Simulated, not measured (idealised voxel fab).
The name of this process module is voxel wiring stack.
Cross-section cut: width 235 nm, square cells of 5 nm.
This document writes a cross-section as a grid whose cells are square, and gives it as bands, listed from the top down; one or more rows of cells form a band.
Quick guide to a band line: top height, bottom height (nm) up front; then every material left to right with its width in nm. Only one material and it's marked "all across"? Then it fills the band edge to edge. And "blank" just means empty space.
We count height from 0. Below that, the starting wafer is all one material. The lowest band never ends at the bottom but goes on down; see "0 down" for how that is written.
You'd read "30..40" like this: the band's top row of cells is as wide as the first number, its bottom row is as wide as the second, and going down, every row changes width by the same amount as the row before did.
For the purposes of this document, the phrase "changes: none" attached to a step denotes that no cell within the cross-section was modified by that step.
Unvented internal voids: empty space of 8 cells or more with no open way to the top, each as width x height at its distance from the left edge, in nm
If you see something after the settings on a step's line, that's the simulator's own remark about that step.
The setting "overlay nm" may be written on the line of a step. When the step uses a mask, the value reports how far to the right of the planned place the mask lay, and a negative value reports that it lay to the left.
Reading key. Pairs: pre-step and post-step cross-section, one process step apart; post-step view only to lowest changed band. Step between + settings: beneath pair. Runs: pairs may be from different runs of this module, same starting wafer. Continuation from pair above: only where "Ahead of processing" entry says.

**Ahead of processing**
90 to 85 | TiN=35, blank=10, TiN=40, blank=10, TiN=40, blank=10, TiN=40, blank=10, TiN=40
85 to 75 | lowk=30, TiN=5, blank=10, TiN=5, lowk=30, TiN=5, blank=10, TiN=5, lowk=30, TiN=5, blank=10, TiN=5, lowk=30, TiN=5, blank=10, TiN=5, lowk=35
75 to 65 | lowk=30, TiN=5, blank=5, TiN=10..5, lowk=30..35, TiN=5, blank=5, TiN=10..5, lowk=30..35, TiN=5, blank=5, TiN=10..5, lowk=30..35, TiN=5, blank=5, TiN=10..5, lowk=35..40
65 to 60 | lowk=30, TiN=15, lowk=35, TiN=15, lowk=35, TiN=15, lowk=35, TiN=15, lowk=40
60 to 35 | lowk all across
35 to 30 | SiCN all across
30 to 15 | SiO2=30, W=20, SiO2=30, W=20, SiO2=30, W=20, SiO2=30, W=20, SiO2=35
15 to 10 | SiO2=30, TiN=20, SiO2=30, TiN=20, SiO2=30, TiN=20, SiO2=30, TiN=20, SiO2=35
10 to 0 | SiO2 all across
0 down | Si all across
Unvented internal voids: none

**Post-Step Appearance**
95 to 90 | Ru all across
90 to 85 | TiN=35, Ru=10, TiN=40, Ru=10, TiN=40, Ru=10, TiN=40, Ru=10, TiN=40
85 to 75 | lowk=30, TiN=5, Ru=10, TiN=5, lowk=30, TiN=5, Ru=10, TiN=5, lowk=30, TiN=5, Ru=10, TiN=5, lowk=30, TiN=5, Ru=10, TiN=5, lowk=35
75 to 65 | lowk=30, TiN=5, Ru=5, TiN=10..5, lowk=30..35, TiN=5, Ru=5, TiN=10..5, lowk=30..35, TiN=5, Ru=5, TiN=10..5, lowk=30..35, TiN=5, Ru=5, TiN=10..5, lowk=35..40
Below 65, the layers are the same as they were.
Unvented internal voids: none
Processing between the before and after sections above: FILL_DEP,material Ru,thk nm 5

Ahead of processing: just use the after drawing of the pair above as your starting point.

**Post-Step Appearance**
60 to 35 | lowk all across
Below 35, the layers are the same as they were.
Unvented internal voids: none
Processing between the before and after sections above: CMP,height nm 60

Ahead of processing: just use the after drawing of the pair above as your starting point.

**Post-Step Appearance**
65 to 60 | SiCN all across
Below 60, the layers are the same as they were.
Unvented internal voids: none
Processing between the before and after sections above: CONFORMAL_DEP,material SiCN,thk nm 5

Ahead of processing: just use the after drawing of the pair above as your starting point.

**Post-Step Appearance**
85 to 65 | SiO2 all across
Below 65, the layers are the same as they were.
Unvented internal voids: none
Processing between the before and after sections above: DIRECTIONAL_DEP,material SiO2,thk nm 20

Ahead of processing: just use the after drawing of the pair above as your starting point.

**Post-Step Appearance**
85 to 65 | SiO2=30, blank=15, SiO2=85, blank=15, SiO2=90
Below 65, the layers are the same as they were.
Unvented internal voids: none
Processing between the before and after sections above: MASKED_ETCH,tone open,mask id PLUG_2,width nm 15,pitch nm 100,etch materials SiO2,depth nm 20,overlay nm 0

Ahead of processing: just use the after drawing of the pair above as your starting point.

**Post-Step Appearance**
85 to 65 | SiO2=30, blank=15, SiO2=85, blank=15, SiO2=90
65 to 60 | SiCN=30, blank=15, SiCN=85, blank=15, SiCN=90
Below 60, the layers are the same as they were.
Unvented internal voids: none
Processing between the before and after sections above: MASKED_ETCH,tone open,mask id PLUG_2,width nm 15,pitch nm 100,etch materials SiCN,depth nm 5,overlay nm 0

Ahead of processing: just use the after drawing of the pair above as your starting point.

**Post-Step Appearance**
90 to 85 | TiN=35, blank=5, TiN=95, blank=5, TiN=95
85 to 65 | SiO2=30, TiN=5, blank=5, TiN=5, SiO2=85, TiN=5, blank=5, TiN=5, SiO2=90
65 to 60 | SiCN=30, TiN=15, SiCN=85, TiN=15, SiCN=90
Below 60, the layers are the same as they were.
Unvented internal voids: none
Processing between the before and after sections above: CONFORMAL_DEP,material TiN,thk nm 5

Ahead of processing: just use the after drawing of the pair above as your starting point.

**Post-Step Appearance**
95 to 90 | Cu all across
90 to 85 | TiN=35, Cu=5, TiN=95, Cu=5, TiN=95
85 to 65 | SiO2=30, TiN=5, Cu=5, TiN=5, SiO2=85, TiN=5, Cu=5, TiN=5, SiO2=90
Below 65, the layers are the same as they were.
Unvented internal voids: none
Processing between the before and after sections above: FILL_DEP,material Cu,thk nm 5

Ahead of processing: just use the after drawing of the pair above as your starting point.

**Post-Step Appearance**
85 to 65 | SiO2=30, TiN=5, Cu=5, TiN=5, SiO2=85, TiN=5, Cu=5, TiN=5, SiO2=90
Below 65, the layers are the same as they were.
Unvented internal voids: none
Processing between the before and after sections above: CMP,height nm 85

Ahead of processing: just use the after drawing of the pair above as your starting point.

**Post-Step Appearance**
90 to 85 | SiN all across
Below 85, the layers are the same as they were.
Unvented internal voids: none
Processing between the before and after sections above: CONFORMAL_DEP,material SiN,thk nm 5

Ahead of processing: just use the after drawing of the pair above as your starting point.

**Post-Step Appearance**
110 to 90 | lowk all across
Below 90, the layers are the same as they were.
Unvented internal voids: none
Processing between the before and after sections above: DIRECTIONAL_DEP,material lowk,thk nm 20

Ahead of processing: just use the after drawing of the pair above as your starting point.

**Post-Step Appearance**
120 to 110 | aC all across
Below 110, the layers are the same as they were.
Unvented internal voids: none
Processing between the before and after sections above: DIRECTIONAL_DEP,material aC,thk nm 10

Ahead of processing: just use the after drawing of the pair above as your starting point.

**Post-Step Appearance**
150 to 120 | resist=30, blank=20, resist=30, blank=20, resist=30, blank=20, resist=30, blank=20, resist=35
Below 120, the layers are the same as they were.
Unvented internal voids: none
Processing between the before and after sections above: PATTERN,tone open,mask id METAL_3,material resist,width nm 20,pitch nm 50,thk nm 30,overlay nm 0

Ahead of processing: just use the after drawing of the pair above as your starting point.

**Post-Step Appearance**
140 to 120 | resist=30, blank=20, resist=30, blank=20, resist=30, blank=20, resist=30, blank=20, resist=35
120 to 110 | aC=30, blank=20, aC=30, blank=20, aC=30, blank=20, aC=30, blank=20, aC=35
Below 110, the layers are the same as they were.
Unvented internal voids: none
Processing between the before and after sections above: DIRECTIONAL_ETCH,etch materials aC,depth nm 10

Ahead of processing: just use the after drawing of the pair above as your starting point.

**Post-Step Appearance**
120 to 110 | aC=30, blank=20, aC=30, blank=20, aC=30, blank=20, aC=30, blank=20, aC=35
Below 110, the layers are the same as they were.
Unvented internal voids: none
Processing between the before and after sections above: STRIP,etch materials resist

Ahead of processing: just use the after drawing of the pair above as your starting point.

**Post-Step Appearance**
120 to 110 | aC=30, blank=20, aC=30, blank=20, aC=30, blank=20, aC=30, blank=20, aC=35
110 to 90 | lowk=30, blank=20, lowk=30, blank=20, lowk=30, blank=20, lowk=30, blank=20, lowk=35
Below 90, the layers are the same as they were.
Unvented internal voids: none
Processing between the before and after sections above: DIRECTIONAL_ETCH,etch materials lowk,depth nm 20

Ahead of processing: just use the after drawing of the pair above as your starting point.

**Post-Step Appearance**
120 to 110 | aC=30, blank=20, aC=30, blank=20, aC=30, blank=20, aC=30, blank=20, aC=35
110 to 90 | lowk=30, blank=20, lowk=30, blank=20, lowk=30, blank=20, lowk=30, blank=20, lowk=35
90 to 85 | SiN=30, blank=20, SiN=30, blank=20, SiN=30, blank=20, SiN=30, blank=20, SiN=35
Below 85, the layers are the same as they were.
Unvented internal voids: none
Processing between the before and after sections above: DIRECTIONAL_ETCH,etch materials SiN,depth nm 5

Ahead of processing: just use the after drawing of the pair above as your starting point.

**Post-Step Appearance**
110 to 90 | lowk=30, blank=20, lowk=30, blank=20, lowk=30, blank=20, lowk=30, blank=20, lowk=35
Below 90, the layers are the same as they were.
Unvented internal voids: none
Processing between the before and after sections above: STRIP,etch materials aC

Ahead of processing: just use the after drawing of the pair above as your starting point.

**Post-Step Appearance**
115 to 110 | TiN=35, blank=10, TiN=40, blank=10, TiN=40, blank=10, TiN=40, blank=10, TiN=40
110 to 90 | lowk=30, TiN=5, blank=10, TiN=5, lowk=30, TiN=5, blank=10, TiN=5, lowk=30, TiN=5, blank=10, TiN=5, lowk=30, TiN=5, blank=10, TiN=5, lowk=35
90 to 85 | SiN=30, TiN=20, SiN=30, TiN=20, SiN=30, TiN=20, SiN=30, TiN=20, SiN=35
Below 85, the layers are the same as they were.
Unvented internal voids: none
Processing between the before and after sections above: CONFORMAL_DEP,material TiN,thk nm 5

Ahead of processing: just use the after drawing of the pair above as your starting point.

**Post-Step Appearance**
120 to 115 | Cu all across
115 to 110 | TiN=35, Cu=10, TiN=40, Cu=10, TiN=40, Cu=10, TiN=40, Cu=10, TiN=40
110 to 90 | lowk=30, TiN=5, Cu=10, TiN=5, lowk=30, TiN=5, Cu=10, TiN=5, lowk=30, TiN=5, Cu=10, TiN=5, lowk=30, TiN=5, Cu=10, TiN=5, lowk=35
Below 90, the layers are the same as they were.
Unvented internal voids: none
Processing between the before and after sections above: FILL_DEP,material Cu,thk nm 5

Ahead of processing: just use the after drawing of the pair above as your starting point.

**Post-Step Appearance**
110 to 90 | lowk=30, TiN=5, Cu=10, TiN=5, lowk=30, TiN=5, Cu=10, TiN=5, lowk=30, TiN=5, Cu=10, TiN=5, lowk=30, TiN=5, Cu=10, TiN=5, lowk=35
Below 90, the layers are the same as they were.
Unvented internal voids: none
Processing between the before and after sections above: CMP,height nm 110

Ahead of processing: just use the after drawing of the pair above as your starting point.

**Post-Step Appearance**
115 to 110 | blank=25, Ru=30, blank=20, Ru=30, blank=20, Ru=30, blank=20, Ru=30, blank=30
Below 110, the layers are the same as they were.
Unvented internal voids: none
Processing between the before and after sections above: EPI,material Ru,thk nm 5

Ahead of processing: just use the after drawing of the pair above as your starting point.

**Post-Step Appearance**
120 to 115 | SiCN all across
115 to 110 | SiCN=25, Ru=30, SiCN=20, Ru=30, SiCN=20, Ru=30, SiCN=20, Ru=30, SiCN=30
Below 110, the layers are the same as they were.
Unvented internal voids: none
Processing between the before and after sections above: FILL_DEP,material SiCN,thk nm 5

**Ahead of processing**
85 to 65 | SiO2=30, TiN=5, Cu=5, TiN=5, SiO2=85, TiN=5, Cu=5, TiN=5, SiO2=90
65 to 60 | SiCN=30, TiN=15, SiCN=85, TiN=15, SiCN=90
60 to 50 | lowk=30, TiN=5, Ru=10, TiN=5, lowk=30, TiN=5, Ru=10, TiN=5, lowk=30, TiN=5, Ru=10, TiN=5, lowk=30, TiN=5, Ru=10, TiN=5, lowk=35
50 to 45 | lowk=30, TiN=5, Ru=5, TiN=10, lowk=30, TiN=5, Ru=5, TiN=10, lowk=30, TiN=5, Ru=5, TiN=10, lowk=30, TiN=5, Ru=5, TiN=10, lowk=35
45 to 35 | lowk=30, TiN=5, Ru=5, TiN=5, lowk=35, TiN=5, Ru=5, TiN=5, lowk=35, TiN=5, Ru=5, TiN=5, lowk=35, TiN=5, Ru=5, TiN=5, lowk=40
35 to 30 | SiCN=30, TiN=15, SiCN=35, TiN=15, SiCN=35, TiN=15, SiCN=35, TiN=15, SiCN=40
30 to 15 | SiO2=30, W=20, SiO2=30, W=20, SiO2=30, W=20, SiO2=30, W=20, SiO2=35
15 to 10 | SiO2=30, TiN=20, SiO2=30, TiN=20, SiO2=30, TiN=20, SiO2=30, TiN=20, SiO2=35
10 to 0 | SiO2 all across
0 down | Si all across
Unvented internal voids: none

**Post-Step Appearance**
105 to 85 | lowk all across
Below 85, the layers are the same as they were.
Unvented internal voids: none
Processing between the before and after sections above: DIRECTIONAL_DEP,material lowk,thk nm 20

Ahead of processing: just use the after drawing of the pair above as your starting point.

**Post-Step Appearance**
110 to 105 | SiN all across
Below 105, the layers are the same as they were.
Unvented internal voids: none
Processing between the before and after sections above: CONFORMAL_DEP,material SiN,thk nm 5

Ahead of processing: just use the after drawing of the pair above as your starting point.

**Post-Step Appearance**
120 to 110 | aC all across
Below 110, the layers are the same as they were.
Unvented internal voids: none
Processing between the before and after sections above: DIRECTIONAL_DEP,material aC,thk nm 10

Ahead of processing: just use the after drawing of the pair above as your starting point.

**Post-Step Appearance**
150 to 120 | resist=30, blank=20, resist=30, blank=20, resist=30, blank=20, resist=30, blank=20, resist=35
Below 120, the layers are the same as they were.
Unvented internal voids: none
Processing between the before and after sections above: PATTERN,tone open,mask id METAL_3,material resist,width nm 20,pitch nm 50,thk nm 30,overlay nm 0

Ahead of processing: just use the after drawing of the pair above as your starting point.

**Post-Step Appearance**
140 to 120 | resist=30, blank=20, resist=30, blank=20, resist=30, blank=20, resist=30, blank=20, resist=35
120 to 110 | aC=30, blank=20, aC=30, blank=20, aC=30, blank=20, aC=30, blank=20, aC=35
Below 110, the layers are the same as they were.
Unvented internal voids: none
Processing between the before and after sections above: DIRECTIONAL_ETCH,etch materials aC,depth nm 10

Ahead of processing: just use the after drawing of the pair above as your starting point.

**Post-Step Appearance**
120 to 110 | aC=30, blank=20, aC=30, blank=20, aC=30, blank=20, aC=30, blank=20, aC=35
Below 110, the layers are the same as they were.
Unvented internal voids: none
Processing between the before and after sections above: STRIP,etch materials resist

Ahead of processing: just use the after drawing of the pair above as your starting point.

**Post-Step Appearance**
120 to 110 | aC=30, blank=20, aC=30, blank=20, aC=30, blank=20, aC=30, blank=20, aC=35
110 to 105 | SiN=30, blank=20, SiN=30, blank=20, SiN=30, blank=20, SiN=30, blank=20, SiN=35
Below 105, the layers are the same as they were.
Unvented internal voids: none
Processing between the before and after sections above: DIRECTIONAL_ETCH,etch materials SiN,depth nm 5

Ahead of processing: just use the after drawing of the pair above as your starting point.

**Post-Step Appearance**
110 to 105 | SiN=30, blank=20, SiN=30, blank=20, SiN=30, blank=20, SiN=30, blank=20, SiN=35
Below 105, the layers are the same as they were.
Unvented internal voids: none
Processing between the before and after sections above: STRIP,etch materials aC

Ahead of processing: just use the after drawing of the pair above as your starting point.

**Post-Step Appearance**
115 to 110 | TiN=35, blank=10, TiN=40, blank=10, TiN=40, blank=10, TiN=40, blank=10, TiN=40
110 to 105 | SiN=30, TiN=20, SiN=30, TiN=20, SiN=30, TiN=20, SiN=30, TiN=20, SiN=35
Below 105, the layers are the same as they were.
Unvented internal voids: none
Processing between the before and after sections above: CONFORMAL_DEP,material TiN,thk nm 5

Ahead of processing: just use the after drawing of the pair above as your starting point.

**Post-Step Appearance**
120 to 115 | Cu all across
115 to 110 | TiN=35, Cu=10, TiN=40, Cu=10, TiN=40, Cu=10, TiN=40, Cu=10, TiN=40
Below 110, the layers are the same as they were.
Unvented internal voids: none
Processing between the before and after sections above: FILL_DEP,material Cu,thk nm 5

Ahead of processing: just use the after drawing of the pair above as your starting point.

**Post-Step Appearance**
110 to 105 | SiN=30, TiN=20, SiN=30, TiN=20, SiN=30, TiN=20, SiN=30, TiN=20, SiN=35
Below 105, the layers are the same as they were.
Unvented internal voids: none
Processing between the before and after sections above: CMP,height nm 110

Ahead of processing: just use the after drawing of the pair above as your starting point.

**Post-Step Appearance**
115 to 110 | blank=25, Ru=30, blank=20, Ru=30, blank=20, Ru=30, blank=20, Ru=30, blank=30
Below 110, the layers are the same as they were.
Unvented internal voids: none
Processing between the before and after sections above: EPI,material Ru,thk nm 5

Ahead of processing: just use the after drawing of the pair above as your starting point.

**Post-Step Appearance**
120 to 115 | SiCN all across
115 to 110 | SiCN=25, Ru=30, SiCN=20, Ru=30, SiCN=20, Ru=30, SiCN=20, Ru=30, SiCN=30
Below 110, the layers are the same as they were.
Unvented internal voids: none
Processing between the before and after sections above: FILL_DEP,material SiCN,thk nm 5

**Ahead of processing**
40 to 30 | SiO2 all across
30 to 15 | SiO2=30, W=20, SiO2=30, W=20, SiO2=30, W=20, SiO2=30, W=20, SiO2=35
15 to 10 | SiO2=30, TiN=20, SiO2=30, TiN=20, SiO2=30, TiN=20, SiO2=30, TiN=20, SiO2=35
10 to 0 | SiO2 all across
0 down | Si all across
Unvented internal voids: none

**Post-Step Appearance**
20 to 15 | SiO2=30, W=20, SiO2=30, W=20, SiO2=30, W=20, SiO2=30, W=20, SiO2=35
Below 15, the layers are the same as they were.
Unvented internal voids: none
Processing between the before and after sections above: CMP,height nm 20

Ahead of processing: just use the after drawing of the pair above as your starting point.

**Post-Step Appearance**
25 to 20 | SiCN all across
Below 20, the layers are the same as they were.
Unvented internal voids: none
Processing between the before and after sections above: CONFORMAL_DEP,material SiCN,thk nm 5

Ahead of processing: just use the after drawing of the pair above as your starting point.

**Post-Step Appearance**
50 to 25 | lowk all across
Below 25, the layers are the same as they were.
Unvented internal voids: none
Processing between the before and after sections above: DIRECTIONAL_DEP,material lowk,thk nm 25

Ahead of processing: just use the after drawing of the pair above as your starting point.

**Post-Step Appearance**
50 to 35 | lowk=30, blank=20, lowk=30, blank=20, lowk=30, blank=20, lowk=30, blank=20, lowk=35
Below 35, the layers are the same as they were.
Unvented internal voids: none
Processing between the before and after sections above: MASKED_ETCH,tone open,mask id METAL_2,width nm 20,pitch nm 50,etch materials lowk,depth nm 15,overlay nm 0

Ahead of processing: just use the after drawing of the pair above as your starting point.

**Post-Step Appearance**
65 to 50 | resist=30, blank=15, resist=35, blank=15, resist=35, blank=15, resist=35, blank=15, resist=40
50 to 35 | lowk=30, blank=15, resist=5, lowk=30, blank=15, resist=5, lowk=30, blank=15, resist=5, lowk=30, blank=15, resist=5, lowk=35
Below 35, the layers are the same as they were.
Unvented internal voids: none
Processing between the before and after sections above: PATTERN,tone open,mask id METAL_2_HOLES,material resist,width nm 15,pitch nm 50,thk nm 15,overlay nm 0

Ahead of processing: just use the after drawing of the pair above as your starting point.

**Post-Step Appearance**
65 to 50 | resist=30, blank=15, resist=35, blank=15, resist=35, blank=15, resist=35, blank=15, resist=40
50 to 35 | lowk=30, blank=15, resist=5, lowk=30, blank=15, resist=5, lowk=30, blank=15, resist=5, lowk=30, blank=15, resist=5, lowk=35
35 to 25 | lowk=30, blank=15, lowk=35, blank=15, lowk=35, blank=15, lowk=35, blank=15, lowk=40
Below 25, the layers are the same as they were.
Unvented internal voids: none
Processing between the before and after sections above: DIRECTIONAL_ETCH,etch materials lowk,depth nm 10

Ahead of processing: just use the after drawing of the pair above as your starting point.

**Post-Step Appearance**
65 to 50 | resist=30, blank=15, resist=35, blank=15, resist=35, blank=15, resist=35, blank=15, resist=40
50 to 35 | lowk=30, blank=15, resist=5, lowk=30, blank=15, resist=5, lowk=30, blank=15, resist=5, lowk=30, blank=15, resist=5, lowk=35
35 to 25 | lowk=30, blank=15, lowk=35, blank=15, lowk=35, blank=15, lowk=35, blank=15, lowk=40
25 to 20 | SiCN=30, blank=15, SiCN=35, blank=15, SiCN=35, blank=15, SiCN=35, blank=15, SiCN=40
Below 20, the layers are the same as they were.
Unvented internal voids: none
Processing between the before and after sections above: DIRECTIONAL_ETCH,etch materials SiCN,depth nm 5

Ahead of processing: just use the after drawing of the pair above as your starting point.

**Post-Step Appearance**
50 to 35 | lowk=30, blank=20, lowk=30, blank=20, lowk=30, blank=20, lowk=30, blank=20, lowk=35
Below 35, the layers are the same as they were.
Unvented internal voids: none
Processing between the before and after sections above: STRIP,etch materials resist

Ahead of processing: just use the after drawing of the pair above as your starting point.

**Post-Step Appearance**
55 to 50 | TiN=35, blank=10, TiN=40, blank=10, TiN=40, blank=10, TiN=40, blank=10, TiN=40
50 to 40 | lowk=30, TiN=5, blank=10, TiN=5, lowk=30, TiN=5, blank=10, TiN=5, lowk=30, TiN=5, blank=10, TiN=5, lowk=30, TiN=5, blank=10, TiN=5, lowk=35
40 to 35 | lowk=30, TiN=5, blank=5, TiN=10, lowk=30, TiN=5, blank=5, TiN=10, lowk=30, TiN=5, blank=5, TiN=10, lowk=30, TiN=5, blank=5, TiN=10, lowk=35
35 to 25 | lowk=30, TiN=5, blank=5, TiN=5, lowk=35, TiN=5, blank=5, TiN=5, lowk=35, TiN=5, blank=5, TiN=5, lowk=35, TiN=5, blank=5, TiN=5, lowk=40
25 to 20 | SiCN=30, TiN=15, SiCN=35, TiN=15, SiCN=35, TiN=15, SiCN=35, TiN=15, SiCN=40
Below 20, the layers are the same as they were.
Unvented internal voids: none
Processing between the before and after sections above: CONFORMAL_DEP,material TiN,thk nm 5

Ahead of processing: just use the after drawing of the pair above as your starting point.

**Post-Step Appearance**
60 to 55 | Ru all across
55 to 50 | TiN=35, Ru=10, TiN=40, Ru=10, TiN=40, Ru=10, TiN=40, Ru=10, TiN=40
50 to 40 | lowk=30, TiN=5, Ru=10, TiN=5, lowk=30, TiN=5, Ru=10, TiN=5, lowk=30, TiN=5, Ru=10, TiN=5, lowk=30, TiN=5, Ru=10, TiN=5, lowk=35
40 to 35 | lowk=30, TiN=5, Ru=5, TiN=10, lowk=30, TiN=5, Ru=5, TiN=10, lowk=30, TiN=5, Ru=5, TiN=10, lowk=30, TiN=5, Ru=5, TiN=10, lowk=35
35 to 25 | lowk=30, TiN=5, Ru=5, TiN=5, lowk=35, TiN=5, Ru=5, TiN=5, lowk=35, TiN=5, Ru=5, TiN=5, lowk=35, TiN=5, Ru=5, TiN=5, lowk=40
Below 25, the layers are the same as they were.
Unvented internal voids: none
Processing between the before and after sections above: FILL_DEP,material Ru,thk nm 5

Ahead of processing: just use the after drawing of the pair above as your starting point.

**Post-Step Appearance**
65 to 60 | SiCN all across
Below 60, the layers are the same as they were.
Unvented internal voids: none
Processing between the before and after sections above: CONFORMAL_DEP,material SiCN,thk nm 5

Ahead of processing: just use the after drawing of the pair above as your starting point.

**Post-Step Appearance**
85 to 65 | SiO2 all across
Below 65, the layers are the same as they were.
Unvented internal voids: none
Processing between the before and after sections above: DIRECTIONAL_DEP,material SiO2,thk nm 20

Ahead of processing: just use the after drawing of the pair above as your starting point.

**Post-Step Appearance**
85 to 65 | SiO2=30, blank=15, SiO2=85, blank=15, SiO2=90
Below 65, the layers are the same as they were.
Unvented internal voids: none
Processing between the before and after sections above: MASKED_ETCH,tone open,mask id PLUG_2,width nm 15,pitch nm 100,etch materials SiO2,depth nm 20,overlay nm 0

Ahead of processing: just use the after drawing of the pair above as your starting point.

**Post-Step Appearance**
85 to 65 | SiO2=30, blank=15, SiO2=85, blank=15, SiO2=90
65 to 60 | SiCN=30, blank=15, SiCN=85, blank=15, SiCN=90
Below 60, the layers are the same as they were.
Unvented internal voids: none
Processing between the before and after sections above: MASKED_ETCH,tone open,mask id PLUG_2,width nm 15,pitch nm 100,etch materials SiCN,depth nm 5,overlay nm 0

Ahead of processing: just use the after drawing of the pair above as your starting point.

**Post-Step Appearance**
90 to 85 | TiN=35, blank=5, TiN=95, blank=5, TiN=95
85 to 65 | SiO2=30, TiN=5, blank=5, TiN=5, SiO2=85, TiN=5, blank=5, TiN=5, SiO2=90
65 to 60 | SiCN=30, TiN=15, SiCN=85, TiN=15, SiCN=90
Below 60, the layers are the same as they were.
Unvented internal voids: none
Processing between the before and after sections above: CONFORMAL_DEP,material TiN,thk nm 5

Ahead of processing: just use the after drawing of the pair above as your starting point.

**Post-Step Appearance**
95 to 90 | Cu all across
90 to 85 | TiN=35, Cu=5, TiN=95, Cu=5, TiN=95
85 to 65 | SiO2=30, TiN=5, Cu=5, TiN=5, SiO2=85, TiN=5, Cu=5, TiN=5, SiO2=90
Below 65, the layers are the same as they were.
Unvented internal voids: none
Processing between the before and after sections above: FILL_DEP,material Cu,thk nm 5

Ahead of processing: just use the after drawing of the pair above as your starting point.

**Post-Step Appearance**
85 to 65 | SiO2=30, TiN=5, Cu=5, TiN=5, SiO2=85, TiN=5, Cu=5, TiN=5, SiO2=90
Below 65, the layers are the same as they were.
Unvented internal voids: none
Processing between the before and after sections above: CMP,height nm 85

Ahead of processing: just use the after drawing of the pair above as your starting point.

**Post-Step Appearance**
90 to 85 | SiN all across
Below 85, the layers are the same as they were.
Unvented internal voids: none
Processing between the before and after sections above: CONFORMAL_DEP,material SiN,thk nm 5

Ahead of processing: just use the after drawing of the pair above as your starting point.

**Post-Step Appearance**
110 to 90 | lowk all across
Below 90, the layers are the same as they were.
Unvented internal voids: none
Processing between the before and after sections above: DIRECTIONAL_DEP,material lowk,thk nm 20

Ahead of processing: just use the after drawing of the pair above as your starting point.

**Post-Step Appearance**
120 to 110 | aC all across
Below 110, the layers are the same as they were.
Unvented internal voids: none
Processing between the before and after sections above: DIRECTIONAL_DEP,material aC,thk nm 10

Ahead of processing: just use the after drawing of the pair above as your starting point.

**Post-Step Appearance**
150 to 120 | resist=30, blank=20, resist=30, blank=20, resist=30, blank=20, resist=30, blank=20, resist=35
Below 120, the layers are the same as they were.
Unvented internal voids: none
Processing between the before and after sections above: PATTERN,tone open,mask id METAL_3,material resist,width nm 20,pitch nm 50,thk nm 30,overlay nm 0

Ahead of processing: just use the after drawing of the pair above as your starting point.

**Post-Step Appearance**
140 to 120 | resist=30, blank=20, resist=30, blank=20, resist=30, blank=20, resist=30, blank=20, resist=35
120 to 110 | aC=30, blank=20, aC=30, blank=20, aC=30, blank=20, aC=30, blank=20, aC=35
Below 110, the layers are the same as they were.
Unvented internal voids: none
Processing between the before and after sections above: DIRECTIONAL_ETCH,etch materials aC,depth nm 10

Ahead of processing: just use the after drawing of the pair above as your starting point.

**Post-Step Appearance**
120 to 110 | aC=30, blank=20, aC=30, blank=20, aC=30, blank=20, aC=30, blank=20, aC=35
Below 110, the layers are the same as they were.
Unvented internal voids: none
Processing between the before and after sections above: STRIP,etch materials resist

Ahead of processing: just use the after drawing of the pair above as your starting point.

**Post-Step Appearance**
120 to 110 | aC=30, blank=20, aC=30, blank=20, aC=30, blank=20, aC=30, blank=20, aC=35
110 to 90 | lowk=30, blank=20, lowk=30, blank=20, lowk=30, blank=20, lowk=30, blank=20, lowk=35
Below 90, the layers are the same as they were.
Unvented internal voids: none
Processing between the before and after sections above: DIRECTIONAL_ETCH,etch materials lowk,depth nm 20

Ahead of processing: just use the after drawing of the pair above as your starting point.

**Post-Step Appearance**
120 to 110 | aC=30, blank=20, aC=30, blank=20, aC=30, blank=20, aC=30, blank=20, aC=35
110 to 90 | lowk=30, blank=20, lowk=30, blank=20, lowk=30, blank=20, lowk=30, blank=20, lowk=35
90 to 85 | SiN=30, blank=20, SiN=30, blank=20, SiN=30, blank=20, SiN=30, blank=20, SiN=35
Below 85, the layers are the same as they were.
Unvented internal voids: none
Processing between the before and after sections above: DIRECTIONAL_ETCH,etch materials SiN,depth nm 5

Ahead of processing: just use the after drawing of the pair above as your starting point.

**Post-Step Appearance**
110 to 90 | lowk=30, blank=20, lowk=30, blank=20, lowk=30, blank=20, lowk=30, blank=20, lowk=35
Below 90, the layers are the same as they were.
Unvented internal voids: none
Processing between the before and after sections above: STRIP,etch materials aC

Ahead of processing: just use the after drawing of the pair above as your starting point.

**Post-Step Appearance**
115 to 110 | TiN=35, blank=10, TiN=40, blank=10, TiN=40, blank=10, TiN=40, blank=10, TiN=40
110 to 90 | lowk=30, TiN=5, blank=10, TiN=5, lowk=30, TiN=5, blank=10, TiN=5, lowk=30, TiN=5, blank=10, TiN=5, lowk=30, TiN=5, blank=10, TiN=5, lowk=35
90 to 85 | SiN=30, TiN=20, SiN=30, TiN=20, SiN=30, TiN=20, SiN=30, TiN=20, SiN=35
Below 85, the layers are the same as they were.
Unvented internal voids: none
Processing between the before and after sections above: CONFORMAL_DEP,material TiN,thk nm 5

Ahead of processing: just use the after drawing of the pair above as your starting point.

**Post-Step Appearance**
120 to 115 | Cu all across
115 to 110 | TiN=35, Cu=10, TiN=40, Cu=10, TiN=40, Cu=10, TiN=40, Cu=10, TiN=40
110 to 90 | lowk=30, TiN=5, Cu=10, TiN=5, lowk=30, TiN=5, Cu=10, TiN=5, lowk=30, TiN=5, Cu=10, TiN=5, lowk=30, TiN=5, Cu=10, TiN=5, lowk=35
Below 90, the layers are the same as they were.
Unvented internal voids: none
Processing between the before and after sections above: FILL_DEP,material Cu,thk nm 5

Ahead of processing: just use the after drawing of the pair above as your starting point.

**Post-Step Appearance**
110 to 90 | lowk=30, TiN=5, Cu=10, TiN=5, lowk=30, TiN=5, Cu=10, TiN=5, lowk=30, TiN=5, Cu=10, TiN=5, lowk=30, TiN=5, Cu=10, TiN=5, lowk=35
Below 90, the layers are the same as they were.
Unvented internal voids: none
Processing between the before and after sections above: CMP,height nm 110

Ahead of processing: just use the after drawing of the pair above as your starting point.

**Post-Step Appearance**
115 to 110 | blank=25, Ru=30, blank=20, Ru=30, blank=20, Ru=30, blank=20, Ru=30, blank=30
Below 110, the layers are the same as they were.
Unvented internal voids: none
Processing between the before and after sections above: EPI,material Ru,thk nm 5

Ahead of processing: just use the after drawing of the pair above as your starting point.

**Post-Step Appearance**
120 to 115 | SiCN all across
115 to 110 | SiCN=25, Ru=30, SiCN=20, Ru=30, SiCN=20, Ru=30, SiCN=20, Ru=30, SiCN=30
Below 110, the layers are the same as they were.
Unvented internal voids: none
Processing between the before and after sections above: FILL_DEP,material SiCN,thk nm 5
